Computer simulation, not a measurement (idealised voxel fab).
Name of the process module below: voxel double patterning
Square cells of 5 nm make up the cross-section cut, whose width is 220 nm.
Cross-section = grid of square cells, listed top down in bands; band = one or more rows.
Basically the band line says how high the top is and how high the bottom is, in nm, and then what's in it from left to right, every material with its width in nm. Empty space shows up as "blank", and if a single material carries "all across" it runs the full band edge to edge.
Ref level 0: as-received wafer is one material below here. Bottom band extends down with no lower bound ("0 down").
Read "30..40" as a graded width: first number on top, second number at the bottom, same change between each pair of neighbouring rows.
For the purposes of this document, the phrase "no modifications" attached to a step denotes that no cell within the cross-section was modified by that step.
Entry "Closed void table" = empty spaces >= 8 cells with no open way to the top; each as width x height at distance, distance from left edge, all nm.
Where a step's line continues beyond its settings, the continuation is a remark by the simulator itself on that step.
Regarding "overlay nm": on a step with a mask, it is the distance the mask lay to the right of its planned place; a negative value places it to the left.

# The following list gives the planned process steps
1 RECEIVE, material Si
2 CONFORMAL_DEP, material SiO2, thk nm 10
3 DIRECTIONAL_DEP, material TiN, thk nm 20
4 DIRECTIONAL_DEP, material SiN, thk nm 10
5 PATTERN, tone open, mask id FIRST, material resist, width nm 15, pitch nm 50, thk nm 15, overlay nm 0
6 DIRECTIONAL_ETCH, etch materials SiN, depth nm 10
7 STRIP, etch materials resist
8 DIRECTIONAL_DEP, material aC, thk nm 15
9 PATTERN, tone open, mask id SECOND, material resist, width nm 15, thk nm 35, overlay nm 0
10 DIRECTIONAL_ETCH, etch materials aC, depth nm 15
11 STRIP, etch materials resist
12 DIRECTIONAL_ETCH, etch materials SiN, depth nm 10
13 STRIP, etch materials aC
14 DIRECTIONAL_ETCH, etch materials TiN, depth nm 20
15 STRIP, etch materials SiN

# Of two wafers, the first: run according to plan

# Cross-section of the wafer at receipt, which is the condition after step 1
* 0 down | Si all across
* Closed void table: none

# After step 2: wafer cross-section
* 10 to 0 | SiO2 all across
* Everything below 0 is unchanged.

# After step 3: wafer cross-section
* 30 to 10 | TiN all across
* Everything below 10 is unchanged.

# After step 4: wafer cross-section
* 40 to 30 | SiN all across
* Everything below 30 is unchanged.

# After step 5: wafer cross-section
* 55 to 40 | resist (75)  blank (15)  resist (35)  blank (15)  resist (80)
* Everything below 40 is unchanged.

# After step 6: wafer cross-section
* 55 to 40 | resist (75)  blank (15)  resist (35)  blank (15)  resist (80)
* 40 to 30 | SiN (75)  blank (15)  SiN (35)  blank (15)  SiN (80)
* Everything below 30 is unchanged.

# After step 7: wafer cross-section
* 40 to 30 | SiN (75)  blank (15)  SiN (35)  blank (15)  SiN (80)
* Everything below 30 is unchanged.

# After step 8: wafer cross-section
* 55 to 45 | aC (75)  blank (15)  aC (35)  blank (15)  aC (80)
* 45 to 40 | aC all across
* 40 to 30 | SiN (75)  aC (15)  SiN (35)  aC (15)  SiN (80)
* Everything below 30 is unchanged.

# After step 9: wafer cross-section
* 90 to 55 | resist (100)  blank (15)  resist (105)
* 55 to 45 | aC (75)  resist (15)  aC (35)  resist (15)  aC (80)
* Everything below 45 is unchanged.

# After step 10: wafer cross-section
* 75 to 55 | resist (100)  blank (15)  resist (105)
* 55 to 45 | aC (75)  resist (15)  aC (10)  blank (15)  aC (10)  resist (15)  aC (80)
* 45 to 40 | aC (100)  blank (15)  aC (105)
* Everything below 40 is unchanged.

# After step 11: wafer cross-section
* 55 to 45 | aC (75)  blank (15)  aC (10)  blank (15)  aC (10)  blank (15)  aC (80)
* Everything below 45 is unchanged.

# After step 12: wafer cross-section
* 55 to 45 | aC (75)  blank (15)  aC (10)  blank (15)  aC (10)  blank (15)  aC (80)
* 45 to 40 | aC (100)  blank (15)  aC (105)
* 40 to 30 | SiN (75)  aC (15)  SiN (10)  blank (15)  SiN (10)  aC (15)  SiN (80)
* Everything below 30 is unchanged.

# After step 13: wafer cross-section
* 40 to 30 | SiN (75)  blank (15)  SiN (10)  blank (15)  SiN (10)  blank (15)  SiN (80)
* Everything below 30 is unchanged.

# After step 14: wafer cross-section
* 40 to 30 | SiN (75)  blank (15)  SiN (10)  blank (15)  SiN (10)  blank (15)  SiN (80)
* 30 to 10 | TiN (75)  blank (15)  TiN (10)  blank (15)  TiN (10)  blank (15)  TiN (80)
* Everything below 10 is unchanged.

# After step 15: wafer cross-section
* 30 to 10 | TiN (75)  blank (15)  TiN (10)  blank (15)  TiN (10)  blank (15)  TiN (80)
* Everything below 10 is unchanged.

# Second wafer, same starting state and plan as the first, one mistake in the run, identical through step 1

At the planned end of step 2, the second wafer in cross-section: no modifications

# At the planned end of step 3, the second wafer in cross-section
* 20 to 0 | TiN all across
* Everything below 0 is unchanged.

# At the planned end of step 4, the second wafer in cross-section
* 30 to 20 | SiN all across
* Everything below 20 is unchanged.

# At the planned end of step 5, the second wafer in cross-section
* 45 to 30 | resist (75)  blank (15)  resist (35)  blank (15)  resist (80)
* Everything below 30 is unchanged.

# At the planned end of step 6, the second wafer in cross-section
* 45 to 30 | resist (75)  blank (15)  resist (35)  blank (15)  resist (80)
* 30 to 20 | SiN (75)  blank (15)  SiN (35)  blank (15)  SiN (80)
* Everything below 20 is unchanged.

# At the planned end of step 7, the second wafer in cross-section
* 30 to 20 | SiN (75)  blank (15)  SiN (35)  blank (15)  SiN (80)
* Everything below 20 is unchanged.

# At the planned end of step 8, the second wafer in cross-section
* 45 to 35 | aC (75)  blank (15)  aC (35)  blank (15)  aC (80)
* 35 to 30 | aC all across
* 30 to 20 | SiN (75)  aC (15)  SiN (35)  aC (15)  SiN (80)
* Everything below 20 is unchanged.

# At the planned end of step 9, the second wafer in cross-section
* 80 to 45 | resist (100)  blank (15)  resist (105)
* 45 to 35 | aC (75)  resist (15)  aC (35)  resist (15)  aC (80)
* Everything below 35 is unchanged.

# At the planned end of step 10, the second wafer in cross-section
* 65 to 45 | resist (100)  blank (15)  resist (105)
* 45 to 35 | aC (75)  resist (15)  aC (10)  blank (15)  aC (10)  resist (15)  aC (80)
* 35 to 30 | aC (100)  blank (15)  aC (105)
* Everything below 30 is unchanged.

# At the planned end of step 11, the second wafer in cross-section
* 45 to 35 | aC (75)  blank (15)  aC (10)  blank (15)  aC (10)  blank (15)  aC (80)
* Everything below 35 is unchanged.

# At the planned end of step 12, the second wafer in cross-section
* 45 to 35 | aC (75)  blank (15)  aC (10)  blank (15)  aC (10)  blank (15)  aC (80)
* 35 to 30 | aC (100)  blank (15)  aC (105)
* 30 to 20 | SiN (75)  aC (15)  SiN (10)  blank (15)  SiN (10)  aC (15)  SiN (80)
* Everything below 20 is unchanged.

# At the planned end of step 13, the second wafer in cross-section
* 30 to 20 | SiN (75)  blank (15)  SiN (10)  blank (15)  SiN (10)  blank (15)  SiN (80)
* Everything below 20 is unchanged.

# At the planned end of step 14, the second wafer in cross-section
* 30 to 20 | SiN (75)  blank (15)  SiN (10)  blank (15)  SiN (10)  blank (15)  SiN (80)
* 20 to 0 | TiN (75)  blank (15)  TiN (10)  blank (15)  TiN (10)  blank (15)  TiN (80)
* Everything below 0 is unchanged.

# At the planned end of step 15, the second wafer in cross-section
* 20 to 0 | TiN (75)  blank (15)  TiN (10)  blank (15)  TiN (10)  blank (15)  TiN (80)
* Everything below 0 is unchanged.
It is concluded that the wafer was processed incorrectly with respect to the plan, in that yeah, step 2 of the plan got skipped, never ran
at the end the second wafer has, in cells: SiO2: 88 fewer
